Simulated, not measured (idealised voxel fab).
process module | voxel transistor to metal
cross-section cut | 185 nm wide | cells 5 nm
A cross-section is a grid of square cells, given in bands from the top down. A band is one or more rows of cells.
Each band's line starts with the height of the band's top and of its bottom, in nm. Then come its materials from left to right, each with its width in nm. One material with "throughout" fills the band from edge to edge. "air" is empty space.
Height 0 is the level under which the wafer as received is all one material. The lowest band goes on downwards, as in "0 down".
A width such as "30 to 40" changes by the same amount from each row of cells to the next, from the band's top row to its bottom row.
"no change" after a step means that no cell of the cross-section changed.
closed voids: empty space of 8 cells or more with no open way to the top, each as width x height at its distance from the left edge, in nm
after a step's settings: what the simulator itself notes on the step
overlay nm, on a step with a mask: how far to the right of its planned place the mask lay; to the left if negative
plan
1 op RECEIVE | material Si
2 op CONFORMAL_DEP | material SiO2 | thk nm 5
3 op CONFORMAL_DEP | material SiN | thk nm 15
4 op PATTERN | tone cover | mask id ACTIVE | material resist | width nm 105 | thk nm 15 | overlay nm 0
5 op DIRECTIONAL_ETCH | etch materials SiN | depth nm 15
6 op DIRECTIONAL_ETCH | etch materials SiO2 | depth nm 5
7 op DIRECTIONAL_ETCH | etch materials Si | depth nm 20
8 op STRIP | etch materials resist
9 op FILL_DEP | material SiO2 | thk nm 15
10 op CMP | height nm 20
11 op SELECTIVE_ETCH | etch materials SiO2 | depth nm 10
12 op STRIP | etch materials SiN
13 op SELECTIVE_ETCH | etch materials SiO2 | depth nm 5
14 op OXIDIZE | depth nm 5
15 op DIRECTIONAL_DEP | material polySi | thk nm 25
16 op DIRECTIONAL_DEP | material SiCN | thk nm 10
17 op DIRECTIONAL_DEP | material aC | thk nm 15
18 op PATTERN | tone cover | mask id GATE | material resist | width nm 25 | thk nm 30 | overlay nm 0
19 op DIRECTIONAL_ETCH | etch materials aC | depth nm 15
20 op STRIP | etch materials resist
21 op DIRECTIONAL_ETCH | etch materials SiCN | depth nm 20
22 op DIRECTIONAL_ETCH | etch materials polySi | depth nm 35
23 op STRIP | etch materials aC
24 op CONFORMAL_DEP | material SiO2 | thk nm 5
25 op DIRECTIONAL_ETCH | etch materials SiO2 | depth nm 5
26 op CONFORMAL_DEP | material SiN | thk nm 5
27 op DIRECTIONAL_ETCH | etch materials SiN | depth nm 5
28 op DIRECTIONAL_ETCH | etch materials SiO2 | depth nm 5
29 op DIRECTIONAL_ETCH | etch materials Si | depth nm 5
30 op EPI | material nSi | thk nm 10
31 op FILL_DEP | material SiO2 | thk nm 5
32 op CMP | height nm 25
33 op STRIP | etch materials polySi
34 op SELECTIVE_ETCH | etch materials SiO2 | depth nm 5
35 op CONFORMAL_DEP | material HfO2 | thk nm 5
36 op CONFORMAL_DEP | material TiN | thk nm 5
37 op FILL_DEP | material W | thk nm 10
38 op CMP | height nm 20
39 op DIRECTIONAL_DEP | material SiO2 | thk nm 15
40 op MASKED_ETCH | tone open | mask id CONTACT | width nm 15 | pitch nm 70 | etch materials SiO2 | depth nm 35 | overlay nm 0
41 op CONFORMAL_DEP | material TiN | thk nm 5
42 op FILL_DEP | material Ru | thk nm 10
43 op CMP | height nm 35
44 op CONFORMAL_DEP | material SiCN | thk nm 5
45 op DIRECTIONAL_DEP | material lowk | thk nm 20
46 op MASKED_ETCH | tone open | mask id METAL_1 | width nm 15 | pitch nm 70 | etch materials lowk | depth nm 20 | overlay nm 0
47 op MASKED_ETCH | tone open | mask id METAL_1 | width nm 15 | pitch nm 70 | etch materials SiCN | depth nm 5 | overlay nm 0
48 op CONFORMAL_DEP | material TiN | thk nm 5
49 op FILL_DEP | material Cu | thk nm 5
50 op CMP | height nm 60
51 op EPI | material Ru | thk nm 5
52 op FILL_DEP | material SiCN | thk nm 5
53 op DIRECTIONAL_DEP | material SiO2 | thk nm 30
54 op PATTERN | tone open | mask id METAL_2 | material resist | width nm 15 | pitch nm 70 | thk nm 15 | overlay nm 0
55 op DIRECTIONAL_ETCH | etch materials SiO2 | depth nm 20
56 op STRIP | etch materials resist
57 op MASKED_ETCH | tone open | mask id METAL_2_HOLES | width nm 15 | pitch nm 70 | etch materials SiO2 | depth nm 10 | overlay nm 0
58 op MASKED_ETCH | tone open | mask id METAL_2_HOLES | width nm 15 | pitch nm 70 | etch materials SiCN | depth nm 5 | overlay nm 0
59 op CONFORMAL_DEP | material TiN | thk nm 5
60 op FILL_DEP | material Ru | thk nm 5
61 op CMP | height nm 100
62 op CONFORMAL_DEP | material SiCN | thk nm 5
first wafer, as planned
as received, after step 1
  0 down: Si throughout
  closed voids: none
after step 2
  5 to 0: SiO2 throughout
  below 0: unchanged
after step 3
  20 to 5: SiN throughout
  below 5: unchanged
after step 4
  35 to 20: air 40 | resist 105 | air 40
  below 20: unchanged
after step 5
  35 to 20: air 40 | resist 105 | air 40
  20 to 5: air 40 | SiN 105 | air 40
  below 5: unchanged
after step 6
  35 to 20: air 40 | resist 105 | air 40
  20 to 5: air 40 | SiN 105 | air 40
  5 to 0: air 40 | SiO2 105 | air 40
  below 0: unchanged
after step 7
  35 to 20: air 40 | resist 105 | air 40
  20 to 5: air 40 | SiN 105 | air 40
  5 to 0: air 40 | SiO2 105 | air 40
  0 to -20: air 40 | Si 105 | air 40
  below -20: unchanged
after step 8
  20 to 5: air 40 | SiN 105 | air 40
  below 5: unchanged
after step 9
  35 to 20: SiO2 throughout
  20 to 5: SiO2 40 | SiN 105 | SiO2 40
  5 to 0: SiO2 throughout
  0 to -20: SiO2 40 | Si 105 | SiO2 40
  below -20: unchanged
after step 10
  20 to 5: SiO2 40 | SiN 105 | SiO2 40
  below 5: unchanged
after step 11
  20 to 10: air 40 | SiN 105 | air 40
  below 10: unchanged
after step 12
  10 to 5: SiO2 40 | air 105 | SiO2 40
  below 5: unchanged
after step 13
  5 to 0: SiO2 35 | air 115 | SiO2 35
  below 0: unchanged
after step 14
  5 to 0: SiO2 35 | air 115 | SiO2 35
  0 to -5: SiO2 throughout
  below -5: unchanged
after step 15
  30 to 25: polySi 35 | air 115 | polySi 35
  25 to 5: polySi throughout
  5 to 0: SiO2 35 | polySi 115 | SiO2 35
  below 0: unchanged
after step 16
  40 to 35: SiCN 35 | air 115 | SiCN 35
  35 to 30: SiCN throughout
  30 to 25: polySi 35 | SiCN 115 | polySi 35
  below 25: unchanged
after step 17
  55 to 50: aC 35 | air 115 | aC 35
  50 to 40: aC throughout
  40 to 35: SiCN 35 | aC 115 | SiCN 35
  below 35: unchanged
after step 18
  85 to 55: air 80 | resist 25 | air 80
  55 to 50: aC 35 | air 45 | resist 25 | air 45 | aC 35
  below 50: unchanged
after step 19
  70 to 50: air 80 | resist 25 | air 80
  50 to 40: air 80 | aC 25 | air 80
  40 to 35: SiCN 35 | air 45 | aC 25 | air 45 | SiCN 35
  below 35: unchanged
after step 20
  50 to 40: air 80 | aC 25 | air 80
  below 40: unchanged
after step 21
  50 to 35: air 80 | aC 25 | air 80
  35 to 30: air 80 | SiCN 25 | air 80
  30 to 25: polySi 35 | air 45 | SiCN 25 | air 45 | polySi 35
  below 25: unchanged
after step 22
  50 to 35: air 80 | aC 25 | air 80
  35 to 25: air 80 | SiCN 25 | air 80
  25 to 5: air 80 | polySi 25 | air 80
  5 to 0: SiO2 35 | air 45 | polySi 25 | air 45 | SiO2 35
  below 0: unchanged
after step 23
  35 to 25: air 80 | SiCN 25 | air 80
  below 25: unchanged
after step 24
  40 to 35: air 75 | SiO2 35 | air 75
  35 to 25: air 75 | SiO2 5 | SiCN 25 | SiO2 5 | air 75
  25 to 10: air 75 | SiO2 5 | polySi 25 | SiO2 5 | air 75
  10 to 5: SiO2 40 | air 35 | SiO2 5 | polySi 25 | SiO2 5 | air 35 | SiO2 40
  5 to 0: SiO2 80 | polySi 25 | SiO2 80
  below 0: unchanged
after step 25
  35 to 25: air 75 | SiO2 5 | SiCN 25 | SiO2 5 | air 75
  25 to 5: air 75 | SiO2 5 | polySi 25 | SiO2 5 | air 75
  5 to 0: SiO2 40 | air 35 | SiO2 5 | polySi 25 | SiO2 5 | air 35 | SiO2 40
  below 0: unchanged
after step 26
  40 to 35: air 70 | SiN 45 | air 70
  35 to 25: air 70 | SiN 5 | SiO2 5 | SiCN 25 | SiO2 5 | SiN 5 | air 70
  25 to 10: air 70 | SiN 5 | SiO2 5 | polySi 25 | SiO2 5 | SiN 5 | air 70
  10 to 5: SiN 45 | air 25 | SiN 5 | SiO2 5 | polySi 25 | SiO2 5 | SiN 5 | air 25 | SiN 45
  5 to 0: SiO2 40 | SiN 35 | SiO2 5 | polySi 25 | SiO2 5 | SiN 35 | SiO2 40
  below 0: unchanged
after step 27
  35 to 25: air 70 | SiN 5 | SiO2 5 | SiCN 25 | SiO2 5 | SiN 5 | air 70
  25 to 5: air 70 | SiN 5 | SiO2 5 | polySi 25 | SiO2 5 | SiN 5 | air 70
  5 to 0: SiO2 40 | SiN 5 | air 25 | SiN 5 | SiO2 5 | polySi 25 | SiO2 5 | SiN 5 | air 25 | SiN 5 | SiO2 40
  below 0: unchanged
after step 28
  35 to 30: air 70 | SiN 5 | air 5 | SiCN 25 | air 5 | SiN 5 | air 70
  30 to 25: air 70 | SiN 5 | SiO2 5 | SiCN 25 | SiO2 5 | SiN 5 | air 70
  25 to 5: air 70 | SiN 5 | SiO2 5 | polySi 25 | SiO2 5 | SiN 5 | air 70
  5 to 0: air 40 | SiN 5 | air 25 | SiN 5 | SiO2 5 | polySi 25 | SiO2 5 | SiN 5 | air 25 | SiN 5 | air 40
  0 to -5: SiO2 45 | air 25 | SiO2 45 | air 25 | SiO2 45
  below -5: unchanged
after step 29
  35 to 30: air 70 | SiN 5 | air 5 | SiCN 25 | air 5 | SiN 5 | air 70
  30 to 25: air 70 | SiN 5 | SiO2 5 | SiCN 25 | SiO2 5 | SiN 5 | air 70
  25 to 5: air 70 | SiN 5 | SiO2 5 | polySi 25 | SiO2 5 | SiN 5 | air 70
  5 to 0: air 40 | SiN 5 | air 25 | SiN 5 | SiO2 5 | polySi 25 | SiO2 5 | SiN 5 | air 25 | SiN 5 | air 40
  0 to -5: SiO2 45 | air 25 | SiO2 45 | air 25 | SiO2 45
  -5 to -10: SiO2 40 | Si 5 | air 25 | Si 45 | air 25 | Si 5 | SiO2 40
  below -10: unchanged
after step 30
  35 to 30: air 70 | SiN 5 | air 5 | SiCN 25 | air 5 | SiN 5 | air 70
  30 to 25: air 70 | SiN 5 | SiO2 5 | SiCN 25 | SiO2 5 | SiN 5 | air 70
  25 to 5: air 70 | SiN 5 | SiO2 5 | polySi 25 | SiO2 5 | SiN 5 | air 70
  5 to 0: air 40 | SiN 5 | nSi 10 | air 5 | nSi 10 | SiN 5 | SiO2 5 | polySi 25 | SiO2 5 | SiN 5 | nSi 10 | air 5 | nSi 10 | SiN 5 | air 40
  0 to -5: SiO2 45 | nSi 25 | SiO2 45 | nSi 25 | SiO2 45
  -5 to -10: SiO2 40 | Si 5 | nSi 25 | Si 45 | nSi 25 | Si 5 | SiO2 40
  below -10: unchanged
after step 31
  40 to 35: SiO2 throughout
  35 to 25: SiO2 70 | SiN 5 | SiO2 5 | SiCN 25 | SiO2 5 | SiN 5 | SiO2 70
  25 to 5: SiO2 70 | SiN 5 | SiO2 5 | polySi 25 | SiO2 5 | SiN 5 | SiO2 70
  5 to 0: SiO2 40 | SiN 5 | nSi 10 | SiO2 5 | nSi 10 | SiN 5 | SiO2 5 | polySi 25 | SiO2 5 | SiN 5 | nSi 10 | SiO2 5 | nSi 10 | SiN 5 | SiO2 40
  below 0: unchanged
after step 32
  25 to 5: SiO2 70 | SiN 5 | SiO2 5 | polySi 25 | SiO2 5 | SiN 5 | SiO2 70
  below 5: unchanged
after step 33
  25 to 5: SiO2 70 | SiN 5 | SiO2 5 | air 25 | SiO2 5 | SiN 5 | SiO2 70
  5 to 0: SiO2 40 | SiN 5 | nSi 10 | SiO2 5 | nSi 10 | SiN 5 | SiO2 5 | air 25 | SiO2 5 | SiN 5 | nSi 10 | SiO2 5 | nSi 10 | SiN 5 | SiO2 40
  below 0: unchanged
after step 34
  25 to 20: air 70 | SiN 5 | air 35 | SiN 5 | air 70
  20 to 5: SiO2 70 | SiN 5 | air 35 | SiN 5 | SiO2 70
  5 to 0: SiO2 40 | SiN 5 | nSi 10 | SiO2 5 | nSi 10 | SiN 5 | air 35 | SiN 5 | nSi 10 | SiO2 5 | nSi 10 | SiN 5 | SiO2 40
  0 to -5: SiO2 45 | nSi 25 | SiO2 5 | air 35 | SiO2 5 | nSi 25 | SiO2 45
  below -5: unchanged
after step 35
  30 to 25: air 65 | HfO2 15 | air 25 | HfO2 15 | air 65
  25 to 20: HfO2 70 | SiN 5 | HfO2 5 | air 25 | HfO2 5 | SiN 5 | HfO2 70
  20 to 5: SiO2 70 | SiN 5 | HfO2 5 | air 25 | HfO2 5 | SiN 5 | SiO2 70
  5 to 0: SiO2 40 | SiN 5 | nSi 10 | SiO2 5 | nSi 10 | SiN 5 | HfO2 5 | air 25 | HfO2 5 | SiN 5 | nSi 10 | SiO2 5 | nSi 10 | SiN 5 | SiO2 40
  0 to -5: SiO2 45 | nSi 25 | SiO2 5 | HfO2 35 | SiO2 5 | nSi 25 | SiO2 45
  below -5: unchanged
after step 36
  35 to 30: air 60 | TiN 25 | air 15 | TiN 25 | air 60
  30 to 25: TiN 65 | HfO2 15 | TiN 5 | air 15 | TiN 5 | HfO2 15 | TiN 65
  25 to 20: HfO2 70 | SiN 5 | HfO2 5 | TiN 5 | air 15 | TiN 5 | HfO2 5 | SiN 5 | HfO2 70
  20 to 5: SiO2 70 | SiN 5 | HfO2 5 | TiN 5 | air 15 | TiN 5 | HfO2 5 | SiN 5 | SiO2 70
  5 to 0: SiO2 40 | SiN 5 | nSi 10 | SiO2 5 | nSi 10 | SiN 5 | HfO2 5 | TiN 25 | HfO2 5 | SiN 5 | nSi 10 | SiO2 5 | nSi 10 | SiN 5 | SiO2 40
  below 0: unchanged
after step 37
  45 to 35: W throughout
  35 to 30: W 60 | TiN 25 | W 15 | TiN 25 | W 60
  30 to 25: TiN 65 | HfO2 15 | TiN 5 | W 15 | TiN 5 | HfO2 15 | TiN 65
  25 to 20: HfO2 70 | SiN 5 | HfO2 5 | TiN 5 | W 15 | TiN 5 | HfO2 5 | SiN 5 | HfO2 70
  20 to 5: SiO2 70 | SiN 5 | HfO2 5 | TiN 5 | W 15 | TiN 5 | HfO2 5 | SiN 5 | SiO2 70
  below 5: unchanged
after step 38
  20 to 5: SiO2 70 | SiN 5 | HfO2 5 | TiN 5 | W 15 | TiN 5 | HfO2 5 | SiN 5 | SiO2 70
  below 5: unchanged
after step 39
  35 to 20: SiO2 throughout
  below 20: unchanged
after step 40
  35 to 20: SiO2 50 | air 15 | SiO2 55 | air 15 | SiO2 50
  20 to 5: SiO2 50 | air 15 | SiO2 5 | SiN 5 | HfO2 5 | TiN 5 | W 15 | TiN 5 | HfO2 5 | SiN 5 | SiO2 5 | air 15 | SiO2 50
  5 to 0: SiO2 40 | SiN 5 | nSi 10 | air 5 | nSi 10 | SiN 5 | HfO2 5 | TiN 25 | HfO2 5 | SiN 5 | nSi 10 | air 5 | nSi 10 | SiN 5 | SiO2 40
  below 0: unchanged
after step 41
  40 to 35: TiN 55 | air 5 | TiN 65 | air 5 | TiN 55
  35 to 20: SiO2 50 | TiN 5 | air 5 | TiN 5 | SiO2 55 | TiN 5 | air 5 | TiN 5 | SiO2 50
  20 to 10: SiO2 50 | TiN 5 | air 5 | TiN 5 | SiO2 5 | SiN 5 | HfO2 5 | TiN 5 | W 15 | TiN 5 | HfO2 5 | SiN 5 | SiO2 5 | TiN 5 | air 5 | TiN 5 | SiO2 50
  10 to 5: SiO2 50 | TiN 15 | SiO2 5 | SiN 5 | HfO2 5 | TiN 5 | W 15 | TiN 5 | HfO2 5 | SiN 5 | SiO2 5 | TiN 15 | SiO2 50
  5 to 0: SiO2 40 | SiN 5 | nSi 10 | TiN 5 | nSi 10 | SiN 5 | HfO2 5 | TiN 25 | HfO2 5 | SiN 5 | nSi 10 | TiN 5 | nSi 10 | SiN 5 | SiO2 40
  below 0: unchanged
after step 42
  50 to 40: Ru throughout
  40 to 35: TiN 55 | Ru 5 | TiN 65 | Ru 5 | TiN 55
  35 to 20: SiO2 50 | TiN 5 | Ru 5 | TiN 5 | SiO2 55 | TiN 5 | Ru 5 | TiN 5 | SiO2 50
  20 to 10: SiO2 50 | TiN 5 | Ru 5 | TiN 5 | SiO2 5 | SiN 5 | HfO2 5 | TiN 5 | W 15 | TiN 5 | HfO2 5 | SiN 5 | SiO2 5 | TiN 5 | Ru 5 | TiN 5 | SiO2 50
  below 10: unchanged
after step 43
  35 to 20: SiO2 50 | TiN 5 | Ru 5 | TiN 5 | SiO2 55 | TiN 5 | Ru 5 | TiN 5 | SiO2 50
  below 20: unchanged
after step 44
  40 to 35: SiCN throughout
  below 35: unchanged
after step 45
  60 to 40: lowk throughout
  below 40: unchanged
after step 46
  60 to 40: lowk 50 | air 15 | lowk 55 | air 15 | lowk 50
  below 40: unchanged
after step 47
  60 to 40: lowk 50 | air 15 | lowk 55 | air 15 | lowk 50
  40 to 35: SiCN 50 | air 15 | SiCN 55 | air 15 | SiCN 50
  below 35: unchanged
after step 48
  65 to 60: TiN 55 | air 5 | TiN 65 | air 5 | TiN 55
  60 to 40: lowk 50 | TiN 5 | air 5 | TiN 5 | lowk 55 | TiN 5 | air 5 | TiN 5 | lowk 50
  40 to 35: SiCN 50 | TiN 15 | SiCN 55 | TiN 15 | SiCN 50
  below 35: unchanged
after step 49
  70 to 65: Cu throughout
  65 to 60: TiN 55 | Cu 5 | TiN 65 | Cu 5 | TiN 55
  60 to 40: lowk 50 | TiN 5 | Cu 5 | TiN 5 | lowk 55 | TiN 5 | Cu 5 | TiN 5 | lowk 50
  below 40: unchanged
after step 50
  60 to 40: lowk 50 | TiN 5 | Cu 5 | TiN 5 | lowk 55 | TiN 5 | Cu 5 | TiN 5 | lowk 50
  below 40: unchanged
after step 51
  65 to 60: air 45 | Ru 25 | air 45 | Ru 25 | air 45
  below 60: unchanged
after step 52
  70 to 65: SiCN throughout
  65 to 60: SiCN 45 | Ru 25 | SiCN 45 | Ru 25 | SiCN 45
  below 60: unchanged
after step 53
  100 to 70: SiO2 throughout
  below 70: unchanged
after step 54
  115 to 100: resist 50 | air 15 | resist 55 | air 15 | resist 50
  below 100: unchanged
after step 55
  115 to 100: resist 50 | air 15 | resist 55 | air 15 | resist 50
  100 to 80: SiO2 50 | air 15 | SiO2 55 | air 15 | SiO2 50
  below 80: unchanged
after step 56
  100 to 80: SiO2 50 | air 15 | SiO2 55 | air 15 | SiO2 50
  below 80: unchanged
after step 57
  100 to 70: SiO2 50 | air 15 | SiO2 55 | air 15 | SiO2 50
  below 70: unchanged
after step 58
  100 to 70: SiO2 50 | air 15 | SiO2 55 | air 15 | SiO2 50
  70 to 65: SiCN 50 | air 15 | SiCN 55 | air 15 | SiCN 50
  below 65: unchanged
after step 59
  105 to 100: TiN 55 | air 5 | TiN 65 | air 5 | TiN 55
  100 to 70: SiO2 50 | TiN 5 | air 5 | TiN 5 | SiO2 55 | TiN 5 | air 5 | TiN 5 | SiO2 50
  70 to 65: SiCN 50 | TiN 15 | SiCN 55 | TiN 15 | SiCN 50
  below 65: unchanged
after step 60
  110 to 105: Ru throughout
  105 to 100: TiN 55 | Ru 5 | TiN 65 | Ru 5 | TiN 55
  100 to 70: SiO2 50 | TiN 5 | Ru 5 | TiN 5 | SiO2 55 | TiN 5 | Ru 5 | TiN 5 | SiO2 50
  below 70: unchanged
after step 61
  100 to 70: SiO2 50 | TiN 5 | Ru 5 | TiN 5 | SiO2 55 | TiN 5 | Ru 5 | TiN 5 | SiO2 50
  below 70: unchanged
after step 62
  105 to 100: SiCN throughout
  below 100: unchanged
second wafer: like start, like plan, one mistake. Through step 9 it matches the first wafer
when step 10 should have ended: no change
when step 11 should have ended
  25 to 20: SiO2 throughout
  below 20: unchanged
when step 12 should have ended: no change
when step 13 should have ended
  20 to 5: SiO2 40 | SiN 105 | SiO2 40
  below 5: unchanged
when step 14 should have ended: no change
when step 15 should have ended
  45 to 20: polySi throughout
  below 20: unchanged
when step 16 should have ended
  55 to 45: SiCN throughout
  below 45: unchanged
when step 17 should have ended
  70 to 55: aC throughout
  below 55: unchanged
when step 18 should have ended
  100 to 70: air 80 | resist 25 | air 80
  below 70: unchanged
when step 19 should have ended
  85 to 70: air 80 | resist 25 | air 80
  70 to 55: air 80 | aC 25 | air 80
  below 55: unchanged
when step 20 should have ended
  70 to 55: air 80 | aC 25 | air 80
  below 55: unchanged
when step 21 should have ended
  70 to 55: air 80 | aC 25 | air 80
  55 to 45: air 80 | SiCN 25 | air 80
  below 45: unchanged
when step 22 should have ended
  70 to 55: air 80 | aC 25 | air 80
  55 to 45: air 80 | SiCN 25 | air 80
  45 to 20: air 80 | polySi 25 | air 80
  below 20: unchanged
when step 23 should have ended
  55 to 45: air 80 | SiCN 25 | air 80
  below 45: unchanged
when step 24 should have ended
  60 to 55: air 75 | SiO2 35 | air 75
  55 to 45: air 75 | SiO2 5 | SiCN 25 | SiO2 5 | air 75
  45 to 25: air 75 | SiO2 5 | polySi 25 | SiO2 5 | air 75
  25 to 20: SiO2 80 | polySi 25 | SiO2 80
  below 20: unchanged
when step 25 should have ended
  55 to 45: air 75 | SiO2 5 | SiCN 25 | SiO2 5 | air 75
  45 to 20: air 75 | SiO2 5 | polySi 25 | SiO2 5 | air 75
  below 20: unchanged
when step 26 should have ended
  60 to 55: air 70 | SiN 45 | air 70
  55 to 45: air 70 | SiN 5 | SiO2 5 | SiCN 25 | SiO2 5 | SiN 5 | air 70
  45 to 25: air 70 | SiN 5 | SiO2 5 | polySi 25 | SiO2 5 | SiN 5 | air 70
  25 to 20: SiN 75 | SiO2 5 | polySi 25 | SiO2 5 | SiN 75
  below 20: unchanged
when step 27 should have ended
  55 to 45: air 70 | SiN 5 | SiO2 5 | SiCN 25 | SiO2 5 | SiN 5 | air 70
  45 to 20: air 70 | SiN 5 | SiO2 5 | polySi 25 | SiO2 5 | SiN 5 | air 70
  below 20: unchanged
when step 28 should have ended
  55 to 50: air 70 | SiN 5 | air 5 | SiCN 25 | air 5 | SiN 5 | air 70
  50 to 45: air 70 | SiN 5 | SiO2 5 | SiCN 25 | SiO2 5 | SiN 5 | air 70
  45 to 20: air 70 | SiN 5 | SiO2 5 | polySi 25 | SiO2 5 | SiN 5 | air 70
  20 to 15: air 40 | SiN 105 | air 40
  below 15: unchanged
when step 29 should have ended: no change
when step 30 should have ended: no change
when step 31 should have ended
  60 to 55: SiO2 throughout
  55 to 45: SiO2 70 | SiN 5 | SiO2 5 | SiCN 25 | SiO2 5 | SiN 5 | SiO2 70
  45 to 20: SiO2 70 | SiN 5 | SiO2 5 | polySi 25 | SiO2 5 | SiN 5 | SiO2 70
  20 to 5: SiO2 40 | SiN 105 | SiO2 40
  below 5: unchanged
when step 32 should have ended
  25 to 20: SiO2 70 | SiN 5 | SiO2 5 | polySi 25 | SiO2 5 | SiN 5 | SiO2 70
  below 20: unchanged
when step 33 should have ended
  25 to 20: SiO2 70 | SiN 5 | SiO2 5 | air 25 | SiO2 5 | SiN 5 | SiO2 70
  below 20: unchanged
when step 34 should have ended
  25 to 20: air 70 | SiN 5 | air 35 | SiN 5 | air 70
  below 20: unchanged
when step 35 should have ended
  30 to 25: air 65 | HfO2 15 | air 25 | HfO2 15 | air 65
  25 to 20: HfO2 70 | SiN 5 | HfO2 35 | SiN 5 | HfO2 70
  below 20: unchanged
when step 36 should have ended
  35 to 30: air 60 | TiN 25 | air 15 | TiN 25 | air 60
  30 to 25: TiN 65 | HfO2 15 | TiN 25 | HfO2 15 | TiN 65
  below 25: unchanged
when step 37 should have ended
  45 to 35: W throughout
  35 to 30: W 60 | TiN 25 | W 15 | TiN 25 | W 60
  below 30: unchanged
when step 38 should have ended
  20 to 5: SiO2 40 | SiN 105 | SiO2 40
  below 5: unchanged
when step 39 should have ended
  35 to 20: SiO2 throughout
  below 20: unchanged
when step 40 should have ended
  35 to 20: SiO2 50 | air 15 | SiO2 55 | air 15 | SiO2 50
  below 20: unchanged
when step 41 should have ended
  40 to 35: TiN 55 | air 5 | TiN 65 | air 5 | TiN 55
  35 to 25: SiO2 50 | TiN 5 | air 5 | TiN 5 | SiO2 55 | TiN 5 | air 5 | TiN 5 | SiO2 50
  25 to 20: SiO2 50 | TiN 15 | SiO2 55 | TiN 15 | SiO2 50
  below 20: unchanged
when step 42 should have ended
  50 to 40: Ru throughout
  40 to 35: TiN 55 | Ru 5 | TiN 65 | Ru 5 | TiN 55
  35 to 25: SiO2 50 | TiN 5 | Ru 5 | TiN 5 | SiO2 55 | TiN 5 | Ru 5 | TiN 5 | SiO2 50
  below 25: unchanged
when step 43 should have ended
  35 to 25: SiO2 50 | TiN 5 | Ru 5 | TiN 5 | SiO2 55 | TiN 5 | Ru 5 | TiN 5 | SiO2 50
  below 25: unchanged
when step 44 should have ended
  40 to 35: SiCN throughout
  below 35: unchanged
when step 45 should have ended
  60 to 40: lowk throughout
  below 40: unchanged
when step 46 should have ended
  60 to 40: lowk 50 | air 15 | lowk 55 | air 15 | lowk 50
  below 40: unchanged
when step 47 should have ended
  60 to 40: lowk 50 | air 15 | lowk 55 | air 15 | lowk 50
  40 to 35: SiCN 50 | air 15 | SiCN 55 | air 15 | SiCN 50
  below 35: unchanged
when step 48 should have ended
  65 to 60: TiN 55 | air 5 | TiN 65 | air 5 | TiN 55
  60 to 40: lowk 50 | TiN 5 | air 5 | TiN 5 | lowk 55 | TiN 5 | air 5 | TiN 5 | lowk 50
  40 to 35: SiCN 50 | TiN 15 | SiCN 55 | TiN 15 | SiCN 50
  below 35: unchanged
when step 49 should have ended
  70 to 65: Cu throughout
  65 to 60: TiN 55 | Cu 5 | TiN 65 | Cu 5 | TiN 55
  60 to 40: lowk 50 | TiN 5 | Cu 5 | TiN 5 | lowk 55 | TiN 5 | Cu 5 | TiN 5 | lowk 50
  below 40: unchanged
when step 50 should have ended
  60 to 40: lowk 50 | TiN 5 | Cu 5 | TiN 5 | lowk 55 | TiN 5 | Cu 5 | TiN 5 | lowk 50
  below 40: unchanged
when step 51 should have ended
  65 to 60: air 45 | Ru 25 | air 45 | Ru 25 | air 45
  below 60: unchanged
when step 52 should have ended
  70 to 65: SiCN throughout
  65 to 60: SiCN 45 | Ru 25 | SiCN 45 | Ru 25 | SiCN 45
  below 60: unchanged
when step 53 should have ended
  100 to 70: SiO2 throughout
  below 70: unchanged
when step 54 should have ended
  115 to 100: resist 50 | air 15 | resist 55 | air 15 | resist 50
  below 100: unchanged
when step 55 should have ended
  115 to 100: resist 50 | air 15 | resist 55 | air 15 | resist 50
  100 to 80: SiO2 50 | air 15 | SiO2 55 | air 15 | SiO2 50
  below 80: unchanged
when step 56 should have ended
  100 to 80: SiO2 50 | air 15 | SiO2 55 | air 15 | SiO2 50
  below 80: unchanged
when step 57 should have ended
  100 to 70: SiO2 50 | air 15 | SiO2 55 | air 15 | SiO2 50
  below 70: unchanged
when step 58 should have ended
  100 to 70: SiO2 50 | air 15 | SiO2 55 | air 15 | SiO2 50
  70 to 65: SiCN 50 | air 15 | SiCN 55 | air 15 | SiCN 50
  below 65: unchanged
when step 59 should have ended
  105 to 100: TiN 55 | air 5 | TiN 65 | air 5 | TiN 55
  100 to 70: SiO2 50 | TiN 5 | air 5 | TiN 5 | SiO2 55 | TiN 5 | air 5 | TiN 5 | SiO2 50
  70 to 65: SiCN 50 | TiN 15 | SiCN 55 | TiN 15 | SiCN 50
  below 65: unchanged
when step 60 should have ended
  110 to 105: Ru throughout
  105 to 100: TiN 55 | Ru 5 | TiN 65 | Ru 5 | TiN 55
  100 to 70: SiO2 50 | TiN 5 | Ru 5 | TiN 5 | SiO2 55 | TiN 5 | Ru 5 | TiN 5 | SiO2 50
  below 70: unchanged
when step 61 should have ended
  100 to 70: SiO2 50 | TiN 5 | Ru 5 | TiN 5 | SiO2 55 | TiN 5 | Ru 5 | TiN 5 | SiO2 50
  below 70: unchanged
when step 62 should have ended
  105 to 100: SiCN throughout
  below 100: unchanged
what went wrong: step 10 was left out
at the end the second wafer has, in cells: 15 fewer of HfO2 | 6 fewer of Ru | 31 more of Si | 53 more of SiN | 1 fewer of SiO2 | 25 fewer of TiN | 9 fewer of W | 28 fewer of nSi
